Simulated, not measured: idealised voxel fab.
process module | voxel self aligned contacts
cross-section cut | 175 nm wide | cells 5 nm
A cross-section is a grid of square cells, given in bands from the top down. A band is one or more rows of cells.
Each band's line starts with the height of the band's top and of its bottom, in nm. Then come its materials from left to right, each with its width in nm. One material with "throughout" fills the band from edge to edge. "air" is empty space.
Height 0 is the level under which the wafer as received is all one material. The lowest band goes on downwards, as in "0 down".
A width such as "30 to 40" changes by the same amount from each row of cells to the next, from the band's top row to its bottom row.
"no change" after a step means that no cell of the cross-section changed.
closed voids: empty space of 8 cells or more with no open way to the top, each as width x height at its distance from the left edge, in nm
after a step's settings: what the simulator itself notes on the step
overlay nm, on a step with a mask: how far to the right of its planned place the mask lay; to the left if negative
plan
1 op RECEIVE | material Si
2 op CONFORMAL_DEP | material SiO2 | thk nm 5
3 op DIRECTIONAL_DEP | material polySi | thk nm 20
4 op DIRECTIONAL_DEP | material SiN | thk nm 15
5 op MASKED_ETCH | tone cover | mask id GATE | width nm 25 | pitch nm 60 | etch materials SiN | depth nm 15 | overlay nm 0
6 op MASKED_ETCH | tone cover | mask id GATE | width nm 25 | pitch nm 60 | etch materials polySi | depth nm 20 | overlay nm 0
7 op CONFORMAL_DEP | material SiN | thk nm 5
8 op DIRECTIONAL_ETCH | etch materials SiN | depth nm 5
9 op FILL_DEP | material SiO2 | thk nm 10
10 op CMP | height nm 35
11 op PATTERN | tone open | mask id CONTACT | material resist | width nm 45 | pitch nm 60 | thk nm 20 | overlay nm 0
12 op DIRECTIONAL_ETCH | etch materials SiO2 | depth nm 45
13 op STRIP | etch materials resist
14 op CONFORMAL_DEP | material TiN | thk nm 5
15 op FILL_DEP | material Ru | thk nm 5
16 op CMP | height nm 45
17 op CONFORMAL_DEP | material SiCN | thk nm 5
varied across the wafers: height nm of step 10. The plan shows the first wafer's value. All wafers start alike
first wafer as received, after step 1
  0 down: Si throughout
  closed voids: none
each wafer at the end: cells of each material gained (+) or lost (-) since it was received, then its closed voids
height nm 35 | +77 Ru | +35 SiCN | +66 SiN | +49 SiO2 | +63 TiN | +60 polySi | closed voids: none
height nm 40 | +48 Ru | +35 SiCN | +87 SiN | +53 SiO2 | +67 TiN | +60 polySi | closed voids: none
height nm 45 | +48 Ru | +35 SiCN | +87 SiN | +70 SiO2 | +50 TiN | +60 polySi | closed voids: none
height nm 50 | +42 Ru | +35 SiCN | +87 SiN | +80 SiO2 | +46 TiN | +60 polySi | closed voids: none
